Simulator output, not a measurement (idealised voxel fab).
Module name: voxel wiring stack (process module)
The cross-section shown here is cut; it is 155 nm wide and divided into square cells measuring 5 nm on a side.
How to read a cross-section here: the picture is a grid of square cells, written as bands going from the top down, and any band can span one or more rows of cells.
Each band's line starts with the height of the band's top and of its bottom, in nm. Then come its materials from left to right, each with its width in nm. One material with "throughout" fills the band from edge to edge. "blank" is empty space.
We count height from 0. Below that, the starting wafer is all one material. The lowest band never ends at the bottom but goes on down; see "z 0 and below" for how that is written.
Note: "30->40" means the width goes from the first number (top row of the band) to the second number (bottom row) in equal steps per row of cells.
Where a step carries "remained unchanged", the cross-section came out of it unchanged, cell for cell.
Empty spaces counting at least 8 cells and having no open way to the top are listed in "Sealed cavities". The notation width x height at distance is used for each, the distance being from the left edge and all three values in nm.
It should be noted that, on the line of a given step, the content following the step's settings is a remark produced by the simulator itself with respect to that step.
You can add "overlay nm" to a step's line. For a step with a mask, it describes how far the mask lay to the right of its planned position, and a negative number describes a lay to the left.

Plan
1: RECEIVE,material Si
2: CONFORMAL_DEP,material SiO2,thk nm 10
3: DIRECTIONAL_DEP,material TiN,thk nm 5
4: DIRECTIONAL_DEP,material Ru,thk nm 25
5: DIRECTIONAL_DEP,material aC,thk nm 15
6: PATTERN,tone cover,mask id METAL_1,material resist,width nm 20,pitch nm 50,thk nm 35,overlay nm 0
7: DIRECTIONAL_ETCH,etch materials aC,depth nm 15
8: STRIP,etch materials resist
9: DIRECTIONAL_ETCH,etch materials Ru,depth nm 25
10: DIRECTIONAL_ETCH,etch materials TiN,depth nm 5
11: STRIP,etch materials aC
12: CONFORMAL_DEP,material SiCN,thk nm 5
13: FILL_DEP,material SiO2,thk nm 10
14: CMP,height nm 40
15: CONFORMAL_DEP,material SiCN,thk nm 5
16: DIRECTIONAL_DEP,material SiO2,thk nm 30
17: MASKED_ETCH,tone open,mask id METAL_2,width nm 20,pitch nm 50,etch materials SiO2,depth nm 20,overlay nm 0
18: PATTERN,tone open,mask id METAL_2_HOLES,material resist,width nm 15,pitch nm 100,thk nm 20,overlay nm 0
19: DIRECTIONAL_ETCH,etch materials SiO2,depth nm 10
20: DIRECTIONAL_ETCH,etch materials SiCN,depth nm 5
21: STRIP,etch materials resist
22: CONFORMAL_DEP,material TiN,thk nm 5
23: FILL_DEP,material Cu,thk nm 10
24: CMP,height nm 75
25: CONFORMAL_DEP,material SiCN,thk nm 5

Cross-section, incoming material, after step 1
  z 0 and below  Si throughout
  Sealed cavities: none

Below is the wafer in cross-section after the module was completed. It began from the starting point shown above and followed the plan shown above, except that one mistake was made while running it
  z 80 to 75  SiCN throughout
  z 75 to 60  SiO2=15 / TiN=5 / Cu=10 / TiN=5 / SiO2=30 / TiN=5 / Cu=10 / TiN=5 / SiO2=30 / TiN=5 / Cu=10 / TiN=5 / SiO2=20
  z 60 to 55  SiO2=15 / TiN=5 / Cu=5 / TiN=10 / SiO2=30 / TiN=20 / SiO2=30 / TiN=5 / Cu=5 / TiN=10 / SiO2=20
  z 55 to 45  SiO2=15 / TiN=5 / Cu=5 / TiN=5 / SiO2=85 / TiN=5 / Cu=5 / TiN=5 / SiO2=25
  z 45 to 40  SiCN=15 / TiN=15 / SiCN=85 / TiN=15 / SiCN=25
  z 40 to 15  Ru=15 / SiCN=5 / SiO2=10 / SiCN=5 / Ru=30 / SiCN=5 / SiO2=10 / SiCN=5 / Ru=30 / SiCN=5 / SiO2=10 / SiCN=5 / Ru=20
  z 15 to 10  TiN=15 / SiCN=20 / TiN=30 / SiCN=20 / TiN=30 / SiCN=20 / TiN=20
  z 10 to 0  SiO2 throughout
  z 0 and below  Si throughout
  Sealed cavities: none
Short version of what went wrong: step 6 was processed under conditions differing from the plan, specifically as PATTERN,tone open,mask id METAL_1,material resist,width nm 20,pitch nm 50,thk nm 35,overlay nm 0
